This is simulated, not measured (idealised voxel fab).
process module | voxel tone inversion
cross-section cut | 175 nm wide | cells 5 nm
A cross-section is a grid of square cells, given in bands from the top down. A band is one or more rows of cells.
Each band's line starts with the height of the band's top and of its bottom, in nm. Then come its materials from left to right, each with its width in nm. One material with "throughout" fills the band from edge to edge. "air" is empty space.
Height 0 is the level under which the wafer as received is all one material. The lowest band goes on downwards, as in "0 down".
A width such as "30 to 40" changes by the same amount from each row of cells to the next, from the band's top row to its bottom row.
"no change" after a step means that no cell of the cross-section changed.
closed voids: empty space of 8 cells or more with no open way to the top, each as width x height at its distance from the left edge, in nm
after a step's settings: what the simulator itself notes on the step
overlay nm, on a step with a mask: how far to the right of its planned place the mask lay; to the left if negative
plan
1 op RECEIVE | material Si
2 op CONFORMAL_DEP | material SiCN | thk nm 10
3 op DIRECTIONAL_DEP | material polySi | thk nm 25
4 op PATTERN | tone cover | mask id POSTS | material resist | width nm 25 | pitch nm 45 | thk nm 30 | overlay nm 0
5 op DIRECTIONAL_ETCH | etch materials polySi | depth nm 25
6 op STRIP | etch materials resist
7 op FILL_DEP | material lowk | thk nm 5
8 op CMP | height nm 35
9 op STRIP | etch materials polySi
first wafer, as planned
as received, after step 1
  0 down: Si throughout
  closed voids: none
after step 2
  10 to 0: SiCN throughout
  below 0: unchanged
after step 3
  35 to 10: polySi throughout
  below 10: unchanged
after step 4
  65 to 35: air 30 | resist 25 | air 20 | resist 25 | air 20 | resist 25 | air 30
  below 35: unchanged
after step 5
  65 to 35: air 30 | resist 25 | air 20 | resist 25 | air 20 | resist 25 | air 30
  35 to 10: air 30 | polySi 25 | air 20 | polySi 25 | air 20 | polySi 25 | air 30
  below 10: unchanged
after step 6
  35 to 10: air 30 | polySi 25 | air 20 | polySi 25 | air 20 | polySi 25 | air 30
  below 10: unchanged
after step 7
  40 to 35: lowk throughout
  35 to 10: lowk 30 | polySi 25 | lowk 20 | polySi 25 | lowk 20 | polySi 25 | lowk 30
  below 10: unchanged
after step 8
  35 to 10: lowk 30 | polySi 25 | lowk 20 | polySi 25 | lowk 20 | polySi 25 | lowk 30
  below 10: unchanged
after step 9
  35 to 10: lowk 30 | air 25 | lowk 20 | air 25 | lowk 20 | air 25 | lowk 30
  below 10: unchanged
second wafer: like start, like plan, one mistake. Through step 3 it matches the first wafer
when step 4 should have ended
  65 to 35: air 35 | resist 15 | air 30 | resist 15 | air 30 | resist 15 | air 35
  below 35: unchanged
when step 5 should have ended
  65 to 35: air 35 | resist 15 | air 30 | resist 15 | air 30 | resist 15 | air 35
  35 to 10: air 35 | polySi 15 | air 30 | polySi 15 | air 30 | polySi 15 | air 35
  below 10: unchanged
when step 6 should have ended
  35 to 10: air 35 | polySi 15 | air 30 | polySi 15 | air 30 | polySi 15 | air 35
  below 10: unchanged
when step 7 should have ended
  40 to 35: lowk throughout
  35 to 10: lowk 35 | polySi 15 | lowk 30 | polySi 15 | lowk 30 | polySi 15 | lowk 35
  below 10: unchanged
when step 8 should have ended
  35 to 10: lowk 35 | polySi 15 | lowk 30 | polySi 15 | lowk 30 | polySi 15 | lowk 35
  below 10: unchanged
when step 9 should have ended
  35 to 10: lowk 35 | air 15 | lowk 30 | air 15 | lowk 30 | air 15 | lowk 35
  below 10: unchanged
what went wrong: step 4 ran as: op PATTERN | tone cover | mask id POSTS | material resist | width nm 15 | pitch nm 45 | thk nm 30 | overlay nm 0
at the end the second wafer has, in cells: 30 more of lowk
